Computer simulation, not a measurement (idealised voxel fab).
process module | voxel double patterning
cross-section cut | 290 nm wide | cells 5 nm
A cross-section is a grid of square cells, given in bands from the top down. A band is one or more rows of cells.
Each band's line starts with the height of the band's top and of its bottom, in nm. Then come its materials from left to right, each with its width in nm. One material with "throughout" fills the band from edge to edge. "air" is empty space.
Height 0 is the level under which the wafer as received is all one material. The lowest band goes on downwards, as in "0 down".
A width such as "30 to 40" changes by the same amount from each row of cells to the next, from the band's top row to its bottom row.
"no change" after a step means that no cell of the cross-section changed.
closed voids: empty space of 8 cells or more with no open way to the top, each as width x height at its distance from the left edge, in nm
after a step's settings: what the simulator itself notes on the step
overlay nm, on a step with a mask: how far to the right of its planned place the mask lay; to the left if negative
plan
1 op RECEIVE | material Si
2 op CONFORMAL_DEP | material SiO2 | thk nm 10
3 op DIRECTIONAL_DEP | material TiN | thk nm 10
4 op DIRECTIONAL_DEP | material SiN | thk nm 10
5 op DIRECTIONAL_DEP | material aC | thk nm 15
6 op PATTERN | tone open | mask id FIRST | material resist | width nm 15 | pitch nm 50 | thk nm 30 | overlay nm 0
7 op DIRECTIONAL_ETCH | etch materials aC | depth nm 15
8 op STRIP | etch materials resist
9 op DIRECTIONAL_ETCH | etch materials SiN | depth nm 10
10 op STRIP | etch materials aC
11 op PATTERN | tone open | mask id SECOND | material resist | width nm 15 | thk nm 20 | overlay nm 0
12 op DIRECTIONAL_ETCH | etch materials SiN | depth nm 10
13 op STRIP | etch materials resist
14 op DIRECTIONAL_ETCH | etch materials TiN | depth nm 10
15 op STRIP | etch materials SiN
varied across the wafers: width nm of step 6. The plan shows the first wafer's value. All wafers start alike
first wafer as received, after step 1
  0 down: Si throughout
  closed voids: none
first wafer at the end, after step 15
  20 to 10: TiN 110 | air 15 | TiN 10 | air 15 | TiN 10 | air 15 | TiN 115
  10 to 0: SiO2 throughout
  0 down: Si throughout
  closed voids: none
last wafer at the end
  20 to 10: TiN 105 | air 45 | TiN 5 | air 30 | TiN 105
  10 to 0: SiO2 throughout
  0 down: Si throughout
  closed voids: none
each wafer at the end: cells of each material gained (+) or lost (-) since it was received, then its closed voids
width nm 15 | +116 SiO2 | +98 TiN | closed voids: none
width nm 20 | +116 SiO2 | +94 TiN | closed voids: none
width nm 25 | +116 SiO2 | +90 TiN | closed voids: none
width nm 30 | +116 SiO2 | +86 TiN | closed voids: none
